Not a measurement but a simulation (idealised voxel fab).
Title: Process Module voxel wiring stack
Square cells of 5 nm make up the cross-section cut, whose width is 190 nm.
In what follows, cross-sections appear as grids of square cells, described through bands that run from the top down, where every band is one or more rows of cells. Quick guide to a band line: top height, bottom height (nm) up front; then every material left to right with its width in nm. Only one material and it's marked "everywhere"? Then it fills the band edge to edge. And "air" just means empty space. For the purposes of this specification, 0 denotes the height below which the wafer in its as-received condition is composed wholly of one material, and the lowermost band, lacking a lower limit, extends downward without end, as expressed in "0 nm and below". A width given as "30..40" starts at the first number in the band's top row and ends at the second number in its bottom row, shifting by an equal amount at every step from row to row. What does "no change" mean for a step? It means no cell of the cross-section changed in that step. "Closed void list" - sealed voids, min. 8 cells, no opening to top; format: width x height at distance (distance from left edge; nm throughout). If you see something after the settings on a step's line, that's the simulator's own remark about that step. overlay nm: on a step with a mask, how far right of its planned place the mask lay; negative means left.

# These are the steps we planned for the process
1: RECEIVE [material Si]
2: CONFORMAL_DEP [material SiO2] [thk nm 15]
3: CONFORMAL_DEP [material SiN] [thk nm 5]
4: DIRECTIONAL_DEP [material lowk] [thk nm 20]
5: PATTERN [tone open] [mask id METAL_1] [material resist] [width nm 15] [pitch nm 45] [thk nm 15] [overlay nm 0]
6: DIRECTIONAL_ETCH [etch materials lowk] [depth nm 20]
7: DIRECTIONAL_ETCH [etch materials SiN] [depth nm 5]
8: STRIP [etch materials resist]
9: CONFORMAL_DEP [material TiN] [thk nm 5]
10: FILL_DEP [material Cu] [thk nm 10]
11: CMP [height nm 40]
12: CONFORMAL_DEP [material SiCN] [thk nm 5]
13: DIRECTIONAL_DEP [material lowk] [thk nm 10]
14: PATTERN [tone open] [mask id PLUG_1] [material resist] [width nm 15] [pitch nm 90] [thk nm 20] [overlay nm 0]
15: DIRECTIONAL_ETCH [etch materials lowk] [depth nm 10]
16: DIRECTIONAL_ETCH [etch materials SiCN] [depth nm 5]
17: STRIP [etch materials resist]
18: CONFORMAL_DEP [material TiN] [thk nm 5]
19: FILL_DEP [material W] [thk nm 5]
20: CMP [height nm 55]
21: CONFORMAL_DEP [material SiN] [thk nm 5]
22: DIRECTIONAL_DEP [material lowk] [thk nm 20]
23: MASKED_ETCH [tone open] [mask id METAL_2] [width nm 25] [pitch nm 45] [etch materials lowk] [depth nm 20] [overlay nm 0]
24: MASKED_ETCH [tone open] [mask id METAL_2] [width nm 25] [pitch nm 45] [etch materials SiN] [depth nm 5] [overlay nm 0]
25: CONFORMAL_DEP [material TiN] [thk nm 5]
26: FILL_DEP [material Cu] [thk nm 10]
27: CMP [height nm 80]
28: EPI [material Ru] [thk nm 5]
29: FILL_DEP [material SiCN] [thk nm 5]
Keep in mind the plan's value for the width nm of step 5 comes from the first wafer; the wafers don't share that setting, but they do share the same starting point.

# first wafer as received, after step 1
- 0 nm and below  Si everywhere
- Closed void list: none

# Below, a row for every wafer. Read it as the end-of-module picture: for each material the wafer shows its cells gained (+) or lost (-) since it was received, and then its closed voids
width nm 15, +64 Cu, +28 Ru, +80 SiCN, +44 SiN, +114 SiO2, +110 TiN, +4 W, +240 lowk, Closed void list: none
width nm 20, +80 Cu, +28 Ru, +80 SiCN, +40 SiN, +114 SiO2, +114 TiN, +4 W, +224 lowk, Closed void list: none
width nm 25, +96 Cu, +28 Ru, +80 SiCN, +36 SiN, +114 SiO2, +118 TiN, +4 W, +208 lowk, Closed void list: none
